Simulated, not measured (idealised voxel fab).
The process module presented herein is designated voxel air gaps.
Xsec cut, 170 nm wide, square cell size 5 nm.
This document writes a cross-section as a grid whose cells are square, and gives it as bands, listed from the top down; one or more rows of cells form a band. For a band, the entry starts with two heights in nm, that of the top and then that of the bottom, and carries on with the band's materials in order from left to right, each alongside its width in nm; the word "everywhere" beside a single material means it fills the band edge to edge, and "empty" means empty space. Beneath 0, the wafer as received is one material, and that level is where height counting begins. The lowest band goes on downward without a bottom; it is written like "z 0 and below". You'd read "30->40" like this: the band's top row of cells is as wide as the first number, its bottom row is as wide as the second, and going down, every row changes width by the same amount as the row before did. For the purposes of this document, the phrase "nothing changed" attached to a step denotes that no cell within the cross-section was modified by that step. This entry, "Fully enclosed voids", enumerates those empty regions of no fewer than 8 cells that possess no open connection to the top. Each region is reported in the form width x height at distance, the distance being taken from the left edge, with all three quantities expressed in nm. Where a step's line continues beyond its settings, the continuation is a remark by the simulator itself on that step. Steps that use a mask can have "overlay nm" on their line. It says how far the mask sat to the right of where it was meant to be. Negative means to the left.
-- The planned process steps are enumerated hereunder
1) op RECEIVE | material Si
2) op CONFORMAL_DEP | material SiO2 | thk nm 15
3) op CONFORMAL_DEP | material SiCN | thk nm 5
4) op DIRECTIONAL_DEP | material lowk | thk nm 30
5) op MASKED_ETCH | tone open | mask id LINES | width nm 15 | pitch nm 45 | etch materials lowk | depth nm 30 | overlay nm 0
6) op CONFORMAL_DEP | material TiN | thk nm 5
7) op FILL_DEP | material Cu | thk nm 10
8) op CMP | height nm 50
9) op EPI | material Ru | thk nm 10
10) op SELECTIVE_ETCH | etch materials lowk | depth nm 40
11) op CONFORMAL_DEP | material SiCN | thk nm 5
-- As received (post step 1): cross-section
> z 0 and below = Si everywhere
> Fully enclosed voids: none
-- First of two wafers: cross-section at end of module, run per plan
> z 65 to 60 = empty 15  SiCN 135  empty 20
> z 60 to 50 = empty 15  SiCN 5  Ru 35  SiCN 10  Ru 35  SiCN 10  Ru 35  SiCN 5  empty 20
> z 50 to 45 = empty 15  SiCN 15  TiN 5  Cu 5  TiN 5  SiCN 30  TiN 5  Cu 5  TiN 5  SiCN 30  TiN 5  Cu 5  TiN 5  SiCN 15  empty 20
> z 45 to 25 = empty 25  SiCN 5  TiN 5  Cu 5  TiN 5  SiCN 5  empty 20  SiCN 5  TiN 5  Cu 5  TiN 5  SiCN 5  empty 20  SiCN 5  TiN 5  Cu 5  TiN 5  SiCN 5  empty 30
> z 25 to 20 = SiCN 30  TiN 15  SiCN 30  TiN 15  SiCN 30  TiN 15  SiCN 35
> z 20 to 15 = SiCN everywhere
> z 15 to 0 = SiO2 everywhere
> z 0 and below = Si everywhere
> Fully enclosed voids: 20 x 20 at 50; 20 x 20 at 95
-- Cross-section, second wafer: same start as the first, same plan as the first, one mistake in running it; taken at the end of the module
> z 55 to 45 = SiCN everywhere
> z 45 to 15 = lowk everywhere
> z 15 to 0 = SiO2 everywhere
> z 0 and below = Si everywhere
> Fully enclosed voids: none
Deviation noted in wafer processing: a sequencing error occurred in which plan steps 3 and 4 were transposed
Final wafer comparison in cells, second versus first, more or fewer per material: 15 fewer of Cu; 42 fewer of Ru; 72 fewer of SiCN; 39 fewer of TiN; 204 more of lowk
At the end, the first wafer has 2 closed voids and the second wafer has 0.
